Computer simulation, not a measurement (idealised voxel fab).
The name of this process module is voxel gate over fins.
For reference, the cross-section in this document is cut, with width 160 nm and square cells of 5 nm.
Cross-sections here: square-cell grids, written as top-down lists of bands, a band being one or more rows of cells.
A band entry consists of two parts. The first gives the height of the band's top and the height of its bottom, in nm. The rest lists the band's materials from left to right, each with its width in nm. A single material labelled with the word "all across" fills the band from edge to edge, and the word "blank" marks empty space.
Convention: height 0 is the level below which the wafer, as received, is all one material. The lowest band does not terminate at the bottom but continues downward, represented as "0 -> down".
You'd read "30->40" like this: the band's top row of cells is as wide as the first number, its bottom row is as wide as the second, and going down, every row changes width by the same amount as the row before did.
Where the words "remained unchanged" appear for a step, the cross-section shows no cell changed by that step; every cell remained as before.
Look at "Internal closed voids" for the closed voids: empty spaces with no open path to the top, sized 8 cells or up. Each is width x height at distance, distance from the left edge, all nm.
Formally, on a step line, whatever follows the settings is a remark that the simulator itself makes on the step.
If you see "overlay nm" on a step's line and that step has a mask, it's telling you how far right of where it was planned the mask ended up; a negative number means it went left instead.
Here's what the planned process steps look like:
- 1: RECEIVE [material Si]
- 2: CONFORMAL_DEP [material SiN] [thk nm 5]
- 3: MASKED_ETCH [tone cover] [mask id FINS] [width nm 15] [pitch nm 40] [etch materials SiN] [depth nm 5] [overlay nm 0]
- 4: MASKED_ETCH [tone cover] [mask id FINS] [width nm 15] [pitch nm 40] [etch materials Si] [depth nm 30] [overlay nm 0]
- 5: OXIDIZE [depth nm 5]
- 6: FILL_DEP [material SiO2] [thk nm 15]
- 7: CMP [height nm 5]
- 8: SELECTIVE_ETCH [etch materials SiO2] [depth nm 15]
- 9: STRIP [etch materials SiN]
- 10: CONFORMAL_DEP [material HfO2] [thk nm 5]
- 11: CONFORMAL_DEP [material TiN] [thk nm 5]
- 12: FILL_DEP [material W] [thk nm 10]
- 13: CMP [height nm 15]
- 14: CONFORMAL_DEP [material SiCN] [thk nm 10]
On the first of the two wafers: run conducted according to plan:
Incoming wafer in cross-section (state: after step 1):
0 -> down = Si all across
Internal closed voids: none
Cross-section of the wafer after step 2:
5 -> 0 = SiN all across
For the remainder of the cross-section, below 0, there is no change.
Cross-section of the wafer after step 3:
5 -> 0 = blank: 50, SiN: 15, blank: 25, SiN: 15, blank: 55
For the remainder of the cross-section, below 0, there is no change.
Cross-section of the wafer after step 4:
5 -> 0 = blank: 50, SiN: 15, blank: 25, SiN: 15, blank: 55
0 -> -30 = blank: 50, Si: 15, blank: 25, Si: 15, blank: 55
For the remainder of the cross-section, below -30, there is no change.
Cross-section of the wafer after step 5:
5 -> 0 = blank: 50, SiN: 15, blank: 25, SiN: 15, blank: 55
0 -> -30 = blank: 50, SiO2: 5, Si: 5, SiO2: 5, blank: 25, SiO2: 5, Si: 5, SiO2: 5, blank: 55
-30 -> -35 = SiO2: 55, Si: 5, SiO2: 35, Si: 5, SiO2: 60
For the remainder of the cross-section, below -35, there is no change.
Cross-section of the wafer after step 6:
20 -> 5 = SiO2 all across
5 -> 0 = SiO2: 50, SiN: 15, SiO2: 25, SiN: 15, SiO2: 55
0 -> -35 = SiO2: 55, Si: 5, SiO2: 35, Si: 5, SiO2: 60
For the remainder of the cross-section, below -35, there is no change.
Cross-section of the wafer after step 7:
5 -> 0 = SiO2: 50, SiN: 15, SiO2: 25, SiN: 15, SiO2: 55
For the remainder of the cross-section, below 0, there is no change.
Cross-section of the wafer after step 8:
5 -> 0 = blank: 50, SiN: 15, blank: 25, SiN: 15, blank: 55
0 -> -10 = blank: 55, Si: 5, blank: 35, Si: 5, blank: 60
For the remainder of the cross-section, below -10, there is no change.
Cross-section of the wafer after step 9:
0 -> -10 = blank: 55, Si: 5, blank: 35, Si: 5, blank: 60
For the remainder of the cross-section, below -10, there is no change.
Cross-section of the wafer after step 10:
5 -> 0 = blank: 50, HfO2: 15, blank: 25, HfO2: 15, blank: 55
0 -> -5 = blank: 50, HfO2: 5, Si: 5, HfO2: 5, blank: 25, HfO2: 5, Si: 5, HfO2: 5, blank: 55
-5 -> -10 = HfO2: 55, Si: 5, HfO2: 35, Si: 5, HfO2: 60
For the remainder of the cross-section, below -10, there is no change.
Cross-section of the wafer after step 11:
10 -> 5 = blank: 45, TiN: 25, blank: 15, TiN: 25, blank: 50
5 -> 0 = blank: 45, TiN: 5, HfO2: 15, TiN: 5, blank: 15, TiN: 5, HfO2: 15, TiN: 5, blank: 50
0 -> -5 = TiN: 50, HfO2: 5, Si: 5, HfO2: 5, TiN: 25, HfO2: 5, Si: 5, HfO2: 5, TiN: 55
For the remainder of the cross-section, below -5, there is no change.
Cross-section of the wafer after step 12:
20 -> 10 = W all across
10 -> 5 = W: 45, TiN: 25, W: 15, TiN: 25, W: 50
5 -> 0 = W: 45, TiN: 5, HfO2: 15, TiN: 5, W: 15, TiN: 5, HfO2: 15, TiN: 5, W: 50
For the remainder of the cross-section, below 0, there is no change.
Cross-section of the wafer after step 13:
15 -> 10 = W all across
For the remainder of the cross-section, below 10, there is no change.
Cross-section of the wafer after step 14:
25 -> 15 = SiCN all across
For the remainder of the cross-section, below 15, there is no change.
Second wafer, same starting conditions and recipe as the first, one mistake in executing it, nothing differs from the first up to and including step 2:
Second wafer profile in section, at the moment step 3 of the plan was meant to be complete:
5 -> 0 = SiN: 50, blank: 15, SiN: 25, blank: 15, SiN: 55
For the remainder of the cross-section, below 0, there is no change.
Second wafer profile in section, at the moment step 4 of the plan was meant to be complete: remained unchanged
Second wafer profile in section, at the moment step 5 of the plan was meant to be complete:
5 -> 0 = SiN: 50, blank: 15, SiN: 25, blank: 15, SiN: 55
0 -> -5 = Si: 45, SiO2: 25, Si: 15, SiO2: 25, Si: 50
For the remainder of the cross-section, below -5, there is no change.
Second wafer profile in section, at the moment step 6 of the plan was meant to be complete:
20 -> 5 = SiO2 all across
5 -> 0 = SiN: 50, SiO2: 15, SiN: 25, SiO2: 15, SiN: 55
For the remainder of the cross-section, below 0, there is no change.
Second wafer profile in section, at the moment step 7 of the plan was meant to be complete:
5 -> 0 = SiN: 50, SiO2: 15, SiN: 25, SiO2: 15, SiN: 55
For the remainder of the cross-section, below 0, there is no change.
Second wafer profile in section, at the moment step 8 of the plan was meant to be complete:
5 -> 0 = SiN: 50, blank: 15, SiN: 25, blank: 15, SiN: 55
0 -> -5 = Si: 45, blank: 25, Si: 15, blank: 25, Si: 50
For the remainder of the cross-section, below -5, there is no change.
Second wafer profile in section, at the moment step 9 of the plan was meant to be complete:
0 -> -5 = Si: 45, blank: 25, Si: 15, blank: 25, Si: 50
For the remainder of the cross-section, below -5, there is no change.
Second wafer profile in section, at the moment step 10 of the plan was meant to be complete:
5 -> 0 = HfO2: 50, blank: 15, HfO2: 25, blank: 15, HfO2: 55
0 -> -5 = Si: 45, HfO2: 25, Si: 15, HfO2: 25, Si: 50
For the remainder of the cross-section, below -5, there is no change.
Second wafer profile in section, at the moment step 11 of the plan was meant to be complete:
10 -> 5 = TiN: 55, blank: 5, TiN: 35, blank: 5, TiN: 60
5 -> 0 = HfO2: 50, TiN: 15, HfO2: 25, TiN: 15, HfO2: 55
For the remainder of the cross-section, below 0, there is no change.
Second wafer profile in section, at the moment step 12 of the plan was meant to be complete:
20 -> 10 = W all across
10 -> 5 = TiN: 55, W: 5, TiN: 35, W: 5, TiN: 60
For the remainder of the cross-section, below 5, there is no change.
Second wafer profile in section, at the moment step 13 of the plan was meant to be complete:
15 -> 10 = W all across
For the remainder of the cross-section, below 10, there is no change.
Second wafer profile in section, at the moment step 14 of the plan was meant to be complete:
25 -> 15 = SiCN all across
For the remainder of the cross-section, below 15, there is no change.
Error vs. plan: step 3 did not use the planned setting and instead ran as MASKED_ETCH [tone open] [mask id FINS] [width nm 15] [pitch nm 40] [etch materials SiN] [depth nm 5] [overlay nm 0]
The final cell counts differ between the wafers, with the second having more or fewer of some materials than the first: -4 HfO2, +200 Si, -150 SiO2, -4 TiN, -42 W
